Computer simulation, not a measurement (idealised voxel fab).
Herein follows the process module entitled voxel released beams.
cross-section cut | 165 nm wide | cells 5 nm
Throughout this document, each cross-section is represented as a grid of square cells and is presented as a sequence of bands enumerated from the top downward, where a band comprises one or more rows of cells.
In this notation a band is specified by the heights of its top and bottom, in that order and in nm, after which its materials appear from left to right, each paired with its width in nm. The word "edge to edge" attached to a single material means that material fills the band from edge to edge; the word "blank" stands for empty space.
Beneath 0, the wafer as received is one material, and that level is where height counting begins. The lowest band goes on downward without a bottom; it is written like "top 0, no bottom".
Per-row width for "30..40": begins at first number (top row of band), ends at second number (bottom row), increment between rows held constant.
"all unchanged" -> step changed no cross-section cell.
This entry, "Non-vented voids", enumerates those empty regions of no fewer than 8 cells that possess no open connection to the top. Each region is reported in the form width x height at distance, the distance being taken from the left edge, with all three quantities expressed in nm.
Past the settings on a step's line: simulator remark, on that step.
The "overlay nm" setting may appear on a step's line; for a step that uses a mask, it gives how far to the right of its planned position the mask lay, and a negative value indicates the left.
**Listed below are the process steps as planned**
step 1: RECEIVE: material Si
step 2: CONFORMAL_DEP: material Al2O3, thk nm 10
step 3: DIRECTIONAL_DEP: material SiO2, thk nm 15
step 4: PATTERN: tone open, mask id ANCHOR, material resist, width nm 30, thk nm 15, overlay nm 0
step 5: DIRECTIONAL_ETCH: etch materials SiO2, depth nm 15
step 6: STRIP: etch materials resist
step 7: CONFORMAL_DEP: material W, thk nm 10
step 8: PATTERN: tone cover, mask id BEAM, material resist, width nm 110, thk nm 20, overlay nm 0
step 9: DIRECTIONAL_ETCH: etch materials W, depth nm 10
step 10: STRIP: etch materials resist
step 11: STRIP: etch materials SiO2
**Incoming wafer, cross-sectional view, post step 1**
> top 0, no bottom = Si edge to edge
> Non-vented voids: none
**End-of-module XS, first of two wafers, run as planned**
> top 35, bottom 25 = blank (25) / W (15) / blank (10) / W (85) / blank (30)
> top 25, bottom 20 = blank (30) / W (10) / blank (10) / W (10) / blank (105)
> top 20, bottom 10 = blank (30) / W (30) / blank (105)
> top 10, bottom 0 = Al2O3 edge to edge
> top 0, no bottom = Si edge to edge
> Non-vented voids: none
**Presented here is a cross-section of the second of the two wafers as it stood at the end of the module. It was started in the same manner and assigned the same plan as the first wafer; however, one mistake was made in its execution**
> top 40, bottom 30 = blank (25) / W (110) / blank (30)
> top 30, bottom 25 = W edge to edge
> top 25, bottom 10 = SiO2 (30) / W (30) / SiO2 (105)
> top 10, bottom 0 = Al2O3 edge to edge
> top 0, no bottom = Si edge to edge
> Non-vented voids: none
Error vs. plan: step 7 off recipe, ran as CONFORMAL_DEP: material W, thk nm 15
It is noted that, at the conclusion of processing, the second wafer exhibits a higher or lower cell count for certain materials relative to the first: SiO2: 81 more; W: 39 more
